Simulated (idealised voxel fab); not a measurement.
voxel released beams: a process module
The cross-section shown here is cut; it is 240 nm wide and divided into square cells measuring 5 nm on a side.
Bands, listed from the top down, are how a cross-section gets written in this document; the cross-section itself is a grid of square cells, and a band is one or more rows of them. For a band, the entry starts with two heights in nm, that of the top and then that of the bottom, and carries on with the band's materials in order from left to right, each alongside its width in nm; the word "full width" beside a single material means it fills the band edge to edge, and "air" means empty space. All heights in this document are referenced to 0, defined as the level beneath which the wafer, as received, consists entirely of one material. The lowest band is not bounded below; it extends indefinitely downward and is written in the form "0 nm and below". With a width like "30..40", each row of cells in the band differs from the next by the same amount, the top row carrying the first number and the bottom row the second. "no alteration" after a step means that no cell of the cross-section changed. Closed empty spaces (no open way to the top) of 8 cells or more are what "Closed internal cavities" lists, each as width x height at distance from the left edge, nm for all three. Step line, after settings: the simulator's comment on this step. overlay nm: mask right of planned place by this much (step with mask). Neg. = left.
**So here's the lineup of process steps we planned**
1: RECEIVE [material Si]
2: CONFORMAL_DEP [material SiN] [thk nm 10]
3: DIRECTIONAL_DEP [material SiO2] [thk nm 10]
4: PATTERN [tone open] [mask id ANCHOR] [material resist] [width nm 45] [thk nm 20] [overlay nm 0]
5: DIRECTIONAL_ETCH [etch materials SiO2] [depth nm 10]
6: STRIP [etch materials resist]
7: CONFORMAL_DEP [material W] [thk nm 15]
8: MASKED_ETCH [tone cover] [mask id BEAM] [width nm 105] [etch materials W] [depth nm 15] [overlay nm 0]
9: STRIP [etch materials SiO2]
**Of two wafers, the first: run according to plan**
**Delivered wafer in cross-section: state after step 1**
- 0 nm and below: Si full width
- Closed internal cavities: none
**Wafer xsec, post step 2**
- 10 nm to 0 nm: SiN full width
- below 0: unchanged
**Wafer xsec, post step 3**
- 20 nm to 10 nm: SiO2 full width
- below 10: unchanged
**Wafer xsec, post step 4**
- 40 nm to 20 nm: resist: 70, air: 45, resist: 125
- below 20: unchanged
**Wafer xsec, post step 5**
- 40 nm to 20 nm: resist: 70, air: 45, resist: 125
- 20 nm to 10 nm: SiO2: 70, air: 45, SiO2: 125
- below 10: unchanged
**Wafer xsec, post step 6**
- 20 nm to 10 nm: SiO2: 70, air: 45, SiO2: 125
- below 10: unchanged
**Wafer xsec, post step 7**
- 35 nm to 25 nm: W: 85, air: 15, W: 140
- 25 nm to 20 nm: W full width
- 20 nm to 10 nm: SiO2: 70, W: 45, SiO2: 125
- below 10: unchanged
**Wafer xsec, post step 8**
- 35 nm to 25 nm: air: 65, W: 20, air: 15, W: 70, air: 70
- 25 nm to 20 nm: air: 65, W: 105, air: 70
- below 20: unchanged
**Wafer xsec, post step 9**
- 35 nm to 25 nm: air: 65, W: 20, air: 15, W: 70, air: 70
- 25 nm to 20 nm: air: 65, W: 105, air: 70
- 20 nm to 10 nm: air: 70, W: 45, air: 125
- below 10: unchanged
**The second wafer: identical to the first at the outset and in its planned sequence, differing only in that one mistake was made during processing; up to and including step 1, its path is the first wafer's path**
Cross-sectional representation of the second wafer at the time designated in the plan for the completion of step 2: no alteration
**Cross-sectional representation of the second wafer at the time designated in the plan for the completion of step 3**
- 10 nm to 0 nm: SiO2 full width
- below 0: unchanged
**Cross-sectional representation of the second wafer at the time designated in the plan for the completion of step 4**
- 30 nm to 10 nm: resist: 70, air: 45, resist: 125
- below 10: unchanged
**Cross-sectional representation of the second wafer at the time designated in the plan for the completion of step 5**
- 30 nm to 10 nm: resist: 70, air: 45, resist: 125
- 10 nm to 0 nm: SiO2: 70, air: 45, SiO2: 125
- below 0: unchanged
**Cross-sectional representation of the second wafer at the time designated in the plan for the completion of step 6**
- 10 nm to 0 nm: SiO2: 70, air: 45, SiO2: 125
- below 0: unchanged
**Cross-sectional representation of the second wafer at the time designated in the plan for the completion of step 7**
- 25 nm to 15 nm: W: 85, air: 15, W: 140
- 15 nm to 10 nm: W full width
- 10 nm to 0 nm: SiO2: 70, W: 45, SiO2: 125
- below 0: unchanged
**Cross-sectional representation of the second wafer at the time designated in the plan for the completion of step 8**
- 25 nm to 15 nm: air: 65, W: 20, air: 15, W: 70, air: 70
- 15 nm to 10 nm: air: 65, W: 105, air: 70
- below 10: unchanged
**Cross-sectional representation of the second wafer at the time designated in the plan for the completion of step 9**
- 25 nm to 15 nm: air: 65, W: 20, air: 15, W: 70, air: 70
- 15 nm to 10 nm: air: 65, W: 105, air: 70
- 10 nm to 0 nm: air: 70, W: 45, air: 125
- below 0: unchanged
So what did we get wrong on this run? step 2 from the plan never happened, it was just skipped
End of process, cell counts, second wafer against first, materials with more or fewer: -96 SiN
